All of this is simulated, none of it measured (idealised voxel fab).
Process module in this document: voxel wiring stack
The cross-section shown here is cut; it is 210 nm wide and divided into square cells measuring 5 nm on a side.
Reading order for cross-sections: top band down to bottom band. Underlying form: a grid of square cells. Band size: one or more rows of cells. Band: top height; bottom height; in nm. Then, left to right: material with width in nm, for each material. "everywhere": a single material spanning edge to edge. "empty": empty space. Ref level 0: as-received wafer is one material below here. Bottom band extends down with no lower bound ("0 -> down"). Note: "30->40" means the width goes from the first number (top row of the band) to the second number (bottom row) in equal steps per row of cells. No cell of the cross-section changed in a step that is given as "nothing different". Enclosed voids (no open way to top), threshold 8 cells or more, entry "Enclosed void listing", notation width x height at distance, distance from left edge, nm. after a step's settings: what the simulator itself notes on the step. overlay nm: on a step with a mask, how far right of its planned place the mask lay; negative means left.
## Intended process steps
| 1 | RECEIVE with material Si |
| 2 | CONFORMAL_DEP with material SiO2, thk nm 10 |
| 3 | DIRECTIONAL_DEP with material TiN, thk nm 5 |
| 4 | DIRECTIONAL_DEP with material W, thk nm 25 |
| 5 | DIRECTIONAL_DEP with material aC, thk nm 15 |
| 6 | PATTERN with tone cover, mask id METAL_1, material resist, width nm 20, pitch nm 45, thk nm 35, overlay nm 0 |
| 7 | DIRECTIONAL_ETCH with etch materials aC, depth nm 15 |
| 8 | STRIP with etch materials resist |
| 9 | DIRECTIONAL_ETCH with etch materials W, depth nm 25 |
| 10 | DIRECTIONAL_ETCH with etch materials TiN, depth nm 5 |
| 11 | STRIP with etch materials aC |
| 12 | CONFORMAL_DEP with material SiN, thk nm 5 |
| 13 | FILL_DEP with material lowk, thk nm 5 |
| 14 | CMP with height nm 40 |
| 15 | CONFORMAL_DEP with material SiCN, thk nm 5 |
| 16 | DIRECTIONAL_DEP with material lowk, thk nm 15 |
| 17 | MASKED_ETCH with tone open, mask id PLUG_1, width nm 15, pitch nm 45, etch materials lowk, depth nm 15, overlay nm 0 |
| 18 | MASKED_ETCH with tone open, mask id PLUG_1, width nm 15, pitch nm 45, etch materials SiCN, depth nm 5, overlay nm 0 |
| 19 | CONFORMAL_DEP with material TiN, thk nm 5 |
| 20 | FILL_DEP with material Ru, thk nm 5 |
| 21 | CMP with height nm 60 |
| 22 | DIRECTIONAL_DEP with material TiN, thk nm 5 |
| 23 | DIRECTIONAL_DEP with material W, thk nm 20 |
| 24 | PATTERN with tone cover, mask id METAL_2, material resist, width nm 20, pitch nm 45, thk nm 15, overlay nm 0 |
| 25 | DIRECTIONAL_ETCH with etch materials W, depth nm 10 |
| 26 | DIRECTIONAL_ETCH with etch materials TiN, depth nm 5 |
| 27 | STRIP with etch materials resist |
| 28 | CONFORMAL_DEP with material SiN, thk nm 5 |
| 29 | FILL_DEP with material SiO2, thk nm 5 |
| 30 | CMP with height nm 85 |
| 31 | CONFORMAL_DEP with material SiN, thk nm 5 |
Wafers differ in depth nm at step 25; plan lists the first wafer's value; identical starting state.
## The first of several wafers as received, shown in cross-section; this is its state after step 1
	0 -> down = Si everywhere
	Enclosed void listing: none
## Last step of the module is step 31; after it, the first of several wafers in cross-section
	90 -> 85 = SiN everywhere
	85 -> 80 = SiO2: 20, then SiN: 5, then W: 20, then SiN: 5, then SiO2: 15, then SiN: 5, then W: 20, then SiN: 5, then SiO2: 15, then SiN: 5, then W: 20, then SiN: 5, then SiO2: 15, then SiN: 5, then W: 20, then SiN: 5, then SiO2: 25
	80 -> 75 = SiN: 25, then W: 20, then SiN: 25, then W: 20, then SiN: 25, then W: 20, then SiN: 25, then W: 20, then SiN: 30
	75 -> 65 = W everywhere
	65 -> 60 = TiN everywhere
	60 -> 45 = lowk: 25, then TiN: 5, then Ru: 5, then TiN: 5, then lowk: 30, then TiN: 5, then Ru: 5, then TiN: 5, then lowk: 30, then TiN: 5, then Ru: 5, then TiN: 5, then lowk: 30, then TiN: 5, then Ru: 5, then TiN: 5, then lowk: 35
	45 -> 40 = SiCN: 25, then TiN: 15, then SiCN: 30, then TiN: 15, then SiCN: 30, then TiN: 15, then SiCN: 30, then TiN: 15, then SiCN: 35
	40 -> 15 = lowk: 20, then SiN: 5, then W: 20, then SiN: 5, then lowk: 15, then SiN: 5, then W: 20, then SiN: 5, then lowk: 15, then SiN: 5, then W: 20, then SiN: 5, then lowk: 15, then SiN: 5, then W: 20, then SiN: 5, then lowk: 25
	15 -> 10 = SiN: 25, then TiN: 20, then SiN: 25, then TiN: 20, then SiN: 25, then TiN: 20, then SiN: 25, then TiN: 20, then SiN: 30
	10 -> 0 = SiO2 everywhere
	0 -> down = Si everywhere
	Enclosed void listing: none
## The last wafer as seen in cross-section at the end of the module
	90 -> 85 = SiN everywhere
	85 -> 65 = SiO2: 20, then SiN: 5, then W: 20, then SiN: 5, then SiO2: 15, then SiN: 5, then W: 20, then SiN: 5, then SiO2: 15, then SiN: 5, then W: 20, then SiN: 5, then SiO2: 15, then SiN: 5, then W: 20, then SiN: 5, then SiO2: 25
	65 -> 60 = SiN: 25, then TiN: 20, then SiN: 25, then TiN: 20, then SiN: 25, then TiN: 20, then SiN: 25, then TiN: 20, then SiN: 30
	60 -> 45 = lowk: 25, then TiN: 5, then Ru: 5, then TiN: 5, then lowk: 30, then TiN: 5, then Ru: 5, then TiN: 5, then lowk: 30, then TiN: 5, then Ru: 5, then TiN: 5, then lowk: 30, then TiN: 5, then Ru: 5, then TiN: 5, then lowk: 35
	45 -> 40 = SiCN: 25, then TiN: 15, then SiCN: 30, then TiN: 15, then SiCN: 30, then TiN: 15, then SiCN: 30, then TiN: 15, then SiCN: 35
	40 -> 15 = lowk: 20, then SiN: 5, then W: 20, then SiN: 5, then lowk: 15, then SiN: 5, then W: 20, then SiN: 5, then lowk: 15, then SiN: 5, then W: 20, then SiN: 5, then lowk: 15, then SiN: 5, then W: 20, then SiN: 5, then lowk: 25
	15 -> 10 = SiN: 25, then TiN: 20, then SiN: 25, then TiN: 20, then SiN: 25, then TiN: 20, then SiN: 25, then TiN: 20, then SiN: 30
	10 -> 0 = SiO2 everywhere
	0 -> down = Si everywhere
	Enclosed void listing: none
## Quick key for the table: a row per wafer, taken at the end of the module. For each material it tells you how many cells the wafer gained (+) or lost (-) since it came in, and the closed voids come after
depth nm 10, +12 Ru, +30 SiCN, +142 SiN, +102 SiO2, +94 TiN, +196 W, +180 lowk, Enclosed void listing: none
depth nm 15, +12 Ru, +30 SiCN, +150 SiN, +120 SiO2, +94 TiN, +170 W, +180 lowk, Enclosed void listing: none
depth nm 20, +12 Ru, +30 SiCN, +166 SiN, +156 SiO2, +68 TiN, +144 W, +180 lowk, Enclosed void listing: none
depth nm 25, +12 Ru, +30 SiCN, +166 SiN, +156 SiO2, +68 TiN, +144 W, +180 lowk, Enclosed void listing: none
depth nm 30, +12 Ru, +30 SiCN, +166 SiN, +156 SiO2, +68 TiN, +144 W, +180 lowk, Enclosed void listing: none
depth nm 35, +12 Ru, +30 SiCN, +166 SiN, +156 SiO2, +68 TiN, +144 W, +180 lowk, Enclosed void listing: none
